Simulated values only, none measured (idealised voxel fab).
Presented below is a process module, voxel wiring stack.
Square cell edge 5 nm, section width 235 nm, ID cut.
A cross-section in this document is a grid of square cells, and it is written down as bands, the top band listed before the ones below it; a band is made up of one or more rows of cells. Basically the band line says how high the top is and how high the bottom is, in nm, and then what's in it from left to right, every material with its width in nm. Empty space shows up as "air", and if a single material carries "all across" it runs the full band edge to edge. Note: height 0 marks the level under which the wafer is uniformly one material as received. Lowest band unbounded below, written "0 down". Graded width ("30 to 40"): value in top row of band = first number; value in bottom row = second number; row-to-row change constant. Step note "remains unaltered" = no cross-section cell changed. In the "Closed void inventory" entry, you get each enclosed empty space of 8 cells or more, one with no open way to the top, written width x height at distance, distance from the left edge, in nm. What comes after the settings on a step's line is commentary from the simulator itself on that step. If you see "overlay nm" on a step's line and that step has a mask, it's telling you how far right of where it was planned the mask ended up; a negative number means it went left instead.

[Process steps (planned)]
step 1: RECEIVE,material Si
step 2: CONFORMAL_DEP,material SiO2,thk nm 15
step 3: DIRECTIONAL_DEP,material TiN,thk nm 5
step 4: DIRECTIONAL_DEP,material W,thk nm 25
step 5: PATTERN,tone cover,mask id METAL_1,material resist,width nm 20,pitch nm 40,thk nm 15,overlay nm 0
step 6: DIRECTIONAL_ETCH,etch materials W,depth nm 25
step 7: DIRECTIONAL_ETCH,etch materials TiN,depth nm 5
step 8: STRIP,etch materials resist
step 9: FILL_DEP,material lowk,thk nm 5
step 10: CMP,height nm 45
step 11: CONFORMAL_DEP,material SiCN,thk nm 5
step 12: DIRECTIONAL_DEP,material SiO2,thk nm 15
step 13: PATTERN,tone open,mask id PLUG_1,material resist,width nm 15,pitch nm 40,thk nm 20,overlay nm 0
step 14: DIRECTIONAL_ETCH,etch materials SiO2,depth nm 15
step 15: DIRECTIONAL_ETCH,etch materials SiCN,depth nm 5
step 16: STRIP,etch materials resist
step 17: CONFORMAL_DEP,material TiN,thk nm 5
step 18: FILL_DEP,material W,thk nm 10
step 19: CMP,height nm 65
step 20: CONFORMAL_DEP,material SiCN,thk nm 5
step 21: DIRECTIONAL_DEP,material SiO2,thk nm 20
step 22: PATTERN,tone open,mask id METAL_2,material resist,width nm 20,pitch nm 40,thk nm 15,overlay nm 0
step 23: DIRECTIONAL_ETCH,etch materials SiO2,depth nm 20
step 24: DIRECTIONAL_ETCH,etch materials SiCN,depth nm 5
step 25: STRIP,etch materials resist
step 26: CONFORMAL_DEP,material TiN,thk nm 5
step 27: FILL_DEP,material Cu,thk nm 10
step 28: CMP,height nm 90
step 29: EPI,material Ru,thk nm 5
step 30: FILL_DEP,material SiCN,thk nm 5
step 31: DIRECTIONAL_DEP,material lowk,thk nm 30
step 32: PATTERN,tone open,mask id METAL_3,material resist,width nm 20,pitch nm 40,thk nm 20,overlay nm 0
step 33: DIRECTIONAL_ETCH,etch materials lowk,depth nm 20
step 34: STRIP,etch materials resist
step 35: DIRECTIONAL_DEP,material aC,thk nm 10
step 36: PATTERN,tone open,mask id METAL_3_HOLES,material resist,width nm 15,thk nm 25,overlay nm 0
step 37: DIRECTIONAL_ETCH,etch materials aC,depth nm 10
step 38: STRIP,etch materials resist
step 39: DIRECTIONAL_ETCH,etch materials lowk,depth nm 10
step 40: DIRECTIONAL_ETCH,etch materials SiCN,depth nm 5
step 41: STRIP,etch materials aC
step 42: CONFORMAL_DEP,material TiN,thk nm 5
step 43: FILL_DEP,material Ru,thk nm 5
step 44: CMP,height nm 130
step 45: CONFORMAL_DEP,material SiCN,thk nm 5
step 46: DIRECTIONAL_DEP,material lowk,thk nm 10
step 47: DIRECTIONAL_DEP,material aC,thk nm 10
step 48: PATTERN,tone open,mask id PLUG_3,material resist,width nm 15,pitch nm 40,thk nm 25,overlay nm 0
step 49: DIRECTIONAL_ETCH,etch materials aC,depth nm 10
step 50: STRIP,etch materials resist
step 51: DIRECTIONAL_ETCH,etch materials lowk,depth nm 10
step 52: DIRECTIONAL_ETCH,etch materials SiCN,depth nm 5
step 53: STRIP,etch materials aC
step 54: CONFORMAL_DEP,material TiN,thk nm 5
step 55: FILL_DEP,material Cu,thk nm 5
step 56: CMP,height nm 145
step 57: DIRECTIONAL_DEP,material TiN,thk nm 5
step 58: DIRECTIONAL_DEP,material Ru,thk nm 15
step 59: DIRECTIONAL_DEP,material aC,thk nm 10
step 60: PATTERN,tone cover,mask id METAL_4,material resist,width nm 20,pitch nm 40,thk nm 30,overlay nm 0
step 61: DIRECTIONAL_ETCH,etch materials aC,depth nm 10
step 62: STRIP,etch materials resist
step 63: DIRECTIONAL_ETCH,etch materials Ru,depth nm 15
step 64: DIRECTIONAL_ETCH,etch materials TiN,depth nm 5
step 65: STRIP,etch materials aC
step 66: CONFORMAL_DEP,material SiN,thk nm 5
step 67: FILL_DEP,material SiO2,thk nm 10
step 68: CMP,height nm 165
step 69: CONFORMAL_DEP,material SiCN,thk nm 5

[Cross-section, incoming material, after step 1]
  0 down  Si all across
  Closed void inventory: none

[Cross-section: first of two wafers, module finished, run according to plan]
  170 to 165  SiCN all across
  165 to 150  80 of SiO2 / 5 of SiN / 20 of Ru / 5 of SiN / 10 of SiO2 / 5 of SiN / 20 of Ru / 5 of SiN / 85 of SiO2
  150 to 145  85 of SiN / 20 of TiN / 20 of SiN / 20 of TiN / 90 of SiN
  145 to 135  85 of lowk / 5 of TiN / 5 of Cu / 5 of TiN / 25 of lowk / 5 of TiN / 5 of Cu / 5 of TiN / 95 of lowk
  135 to 130  85 of SiCN / 15 of TiN / 25 of SiCN / 15 of TiN / 95 of SiCN
  130 to 115  85 of lowk / 5 of TiN / 10 of Ru / 5 of TiN / 20 of lowk / 5 of TiN / 10 of Ru / 5 of TiN / 90 of lowk
  115 to 110  85 of lowk / 5 of TiN / 5 of Ru / 10 of TiN / 20 of lowk / 20 of TiN / 90 of lowk
  110 to 100  85 of lowk / 5 of TiN / 5 of Ru / 5 of TiN / 135 of lowk
  100 to 95  85 of SiCN / 15 of TiN / 135 of SiCN
  95 to 90  80 of SiCN / 30 of Ru / 10 of SiCN / 30 of Ru / 85 of SiCN
  90 to 70  85 of SiO2 / 5 of TiN / 10 of Cu / 5 of TiN / 20 of SiO2 / 5 of TiN / 10 of Cu / 5 of TiN / 90 of SiO2
  70 to 65  85 of SiCN / 20 of TiN / 20 of SiCN / 20 of TiN / 90 of SiCN
  65 to 50  85 of SiO2 / 5 of TiN / 5 of W / 5 of TiN / 25 of SiO2 / 5 of TiN / 5 of W / 5 of TiN / 95 of SiO2
  50 to 45  85 of SiCN / 15 of TiN / 25 of SiCN / 15 of TiN / 95 of SiCN
  45 to 20  85 of lowk / 20 of W / 20 of lowk / 20 of W / 90 of lowk
  20 to 15  85 of lowk / 20 of TiN / 20 of lowk / 20 of TiN / 90 of lowk
  15 to 0  SiO2 all across
  0 down  Si all across
  Closed void inventory: none

[Cross-section, wafer two of two, end of module: same start and plan as wafer one, one error in execution]
  170 to 165  SiCN all across
  165 to 150  80 of SiO2 / 5 of SiN / 20 of Ru / 5 of SiN / 10 of SiO2 / 5 of SiN / 20 of Ru / 5 of SiN / 85 of SiO2
  150 to 145  85 of SiN / 20 of TiN / 20 of SiN / 20 of TiN / 90 of SiN
  145 to 135  85 of lowk / 5 of TiN / 5 of Cu / 5 of TiN / 25 of lowk / 5 of TiN / 5 of Cu / 5 of TiN / 95 of lowk
  135 to 130  85 of SiCN / 15 of TiN / 25 of SiCN / 15 of TiN / 95 of SiCN
  130 to 115  85 of lowk / 5 of TiN / 10 of Ru / 5 of TiN / 20 of lowk / 5 of TiN / 10 of Ru / 5 of TiN / 90 of lowk
  115 to 110  85 of lowk / 5 of TiN / 5 of Ru / 10 of TiN / 20 of lowk / 20 of TiN / 90 of lowk
  110 to 100  85 of lowk / 5 of TiN / 5 of Ru / 5 of TiN / 135 of lowk
  100 to 95  85 of SiCN / 15 of TiN / 135 of SiCN
  95 to 90  80 of SiCN / 30 of Ru / 10 of SiCN / 30 of Ru / 85 of SiCN
  90 to 70  85 of SiO2 / 5 of TiN / 10 of Cu / 5 of TiN / 20 of SiO2 / 5 of TiN / 10 of Cu / 5 of TiN / 90 of SiO2
  70 to 65  85 of SiCN / 20 of TiN / 20 of SiCN / 20 of TiN / 90 of SiCN
  65 to 50  85 of SiO2 / 5 of TiN / 5 of W / 5 of TiN / 25 of SiO2 / 5 of TiN / 5 of W / 5 of TiN / 95 of SiO2
  50 to 45  85 of SiCN / 15 of TiN / 25 of SiCN / 15 of TiN / 95 of SiCN
  45 to 20  80 of lowk / 20 of W / 20 of lowk / 20 of W / 95 of lowk
  20 to 15  80 of lowk / 20 of TiN / 20 of lowk / 20 of TiN / 95 of lowk
  15 to 0  SiO2 all across
  0 down  Si all across
  Closed void inventory: none
Deviation noted in wafer processing: note that step 5 departed from the planned setting and was carried out as PATTERN,tone cover,mask id METAL_1,material resist,width nm 20,pitch nm 40,thk nm 15,overlay nm -5
Final state: per-material cell counts identical on both wafers; locations differ.
